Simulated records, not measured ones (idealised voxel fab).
Herein follows the process module entitled voxel wiring stack.
The width of the displayed cross-section, cut, is 250 nm; its cells are square, with a size of 5 nm.
Bands, listed from the top down, are how a cross-section gets written in this document; the cross-section itself is a grid of square cells, and a band is one or more rows of them. In this notation a band is specified by the heights of its top and bottom, in that order and in nm, after which its materials appear from left to right, each paired with its width in nm. The word "everywhere" attached to a single material means that material fills the band from edge to edge; the word "air" stands for empty space. Height 0 is the level under which the wafer as received is all one material. The lowest band goes on downwards, as in "top 0, no bottom". A two-number width, for instance "30 to 40", indicates that the width is equal to the first number in the top row of the band and to the second number in the bottom row, and that it changes by a constant amount per row of cells. Step note "everything unchanged" = no cross-section cell changed. Empty spaces counting at least 8 cells and having no open way to the top are listed in "closed voids". The notation width x height at distance is used for each, the distance being from the left edge and all three values in nm. The remark found on a step's line after its settings is issued by the simulator itself and pertains to that step. A step's line can hold "overlay nm"; with a mask on that step, the setting says how far right of the planned place the mask lay, while a negative setting says it lay to the left.
Below is the list of planned process steps:
1 RECEIVE,material Si
2 CONFORMAL_DEP,material SiO2,thk nm 15
3 CONFORMAL_DEP,material SiN,thk nm 5
4 DIRECTIONAL_DEP,material lowk,thk nm 20
5 MASKED_ETCH,tone open,mask id METAL_1,width nm 30,pitch nm 60,etch materials lowk,depth nm 20,overlay nm 0
6 MASKED_ETCH,tone open,mask id METAL_1,width nm 30,pitch nm 60,etch materials SiN,depth nm 5,overlay nm 0
7 CONFORMAL_DEP,material TiN,thk nm 5
8 FILL_DEP,material Cu,thk nm 10
9 CMP,height nm 40
10 CONFORMAL_DEP,material SiCN,thk nm 5
11 DIRECTIONAL_DEP,material lowk,thk nm 20
12 PATTERN,tone open,mask id PLUG_1,material resist,width nm 15,pitch nm 60,thk nm 15,overlay nm 0
13 DIRECTIONAL_ETCH,etch materials lowk,depth nm 20
14 DIRECTIONAL_ETCH,etch materials SiCN,depth nm 5
15 STRIP,etch materials resist
16 CONFORMAL_DEP,material TiN,thk nm 5
17 FILL_DEP,material Ru,thk nm 5
18 CMP,height nm 65
19 CONFORMAL_DEP,material SiN,thk nm 5
20 DIRECTIONAL_DEP,material SiO2,thk nm 15
21 DIRECTIONAL_DEP,material aC,thk nm 15
22 PATTERN,tone open,mask id METAL_2,material resist,width nm 30,pitch nm 60,thk nm 35,overlay nm 0
23 DIRECTIONAL_ETCH,etch materials aC,depth nm 15
24 STRIP,etch materials resist
25 DIRECTIONAL_ETCH,etch materials SiO2,depth nm 15
26 DIRECTIONAL_ETCH,etch materials SiN,depth nm 5
27 STRIP,etch materials aC
28 CONFORMAL_DEP,material TiN,thk nm 5
29 FILL_DEP,material Cu,thk nm 5
30 CMP,height nm 85
31 CONFORMAL_DEP,material SiN,thk nm 5
Incoming wafer in cross-section (state: after step 1):
top 0, no bottom  Si everywhere
closed voids: none
Post-module cross-section: identical start and plan to those above, one misstep in execution:
top 90, bottom 85  SiN everywhere
top 85, bottom 70  SiO2 50 nm  TiN 5 nm  Cu 20 nm  TiN 5 nm  SiO2 30 nm  TiN 5 nm  Cu 20 nm  TiN 5 nm  SiO2 30 nm  TiN 5 nm  Cu 20 nm  TiN 5 nm  SiO2 50 nm
top 70, bottom 65  SiN 50 nm  TiN 30 nm  SiN 30 nm  TiN 30 nm  SiN 30 nm  TiN 30 nm  SiN 50 nm
top 65, bottom 45  lowk 50 nm  TiN 5 nm  Ru 5 nm  TiN 5 nm  lowk 45 nm  TiN 5 nm  Ru 5 nm  TiN 5 nm  lowk 45 nm  TiN 5 nm  Ru 5 nm  TiN 5 nm  lowk 65 nm
top 45, bottom 40  SiCN 50 nm  TiN 15 nm  SiCN 45 nm  TiN 15 nm  SiCN 45 nm  TiN 15 nm  SiCN 65 nm
top 40, bottom 25  lowk 40 nm  TiN 5 nm  Cu 20 nm  TiN 5 nm  lowk 30 nm  TiN 5 nm  Cu 20 nm  TiN 5 nm  lowk 30 nm  TiN 5 nm  Cu 20 nm  TiN 5 nm  lowk 60 nm
top 25, bottom 20  lowk 40 nm  TiN 15 nm  Cu 10 nm  TiN 5 nm  lowk 30 nm  TiN 15 nm  Cu 10 nm  TiN 5 nm  lowk 30 nm  TiN 15 nm  Cu 10 nm  TiN 5 nm  lowk 60 nm
top 20, bottom 15  SiN 50 nm  TiN 20 nm  SiN 40 nm  TiN 20 nm  SiN 40 nm  TiN 20 nm  SiN 60 nm
top 15, bottom 0  SiO2 everywhere
top 0, no bottom  Si everywhere
closed voids: none
Which mistake was made when the wafer was run? step 5 deviated from plan and actually ran as MASKED_ETCH,tone open,mask id METAL_1,width nm 30,pitch nm 60,etch materials lowk,depth nm 20,overlay nm -10
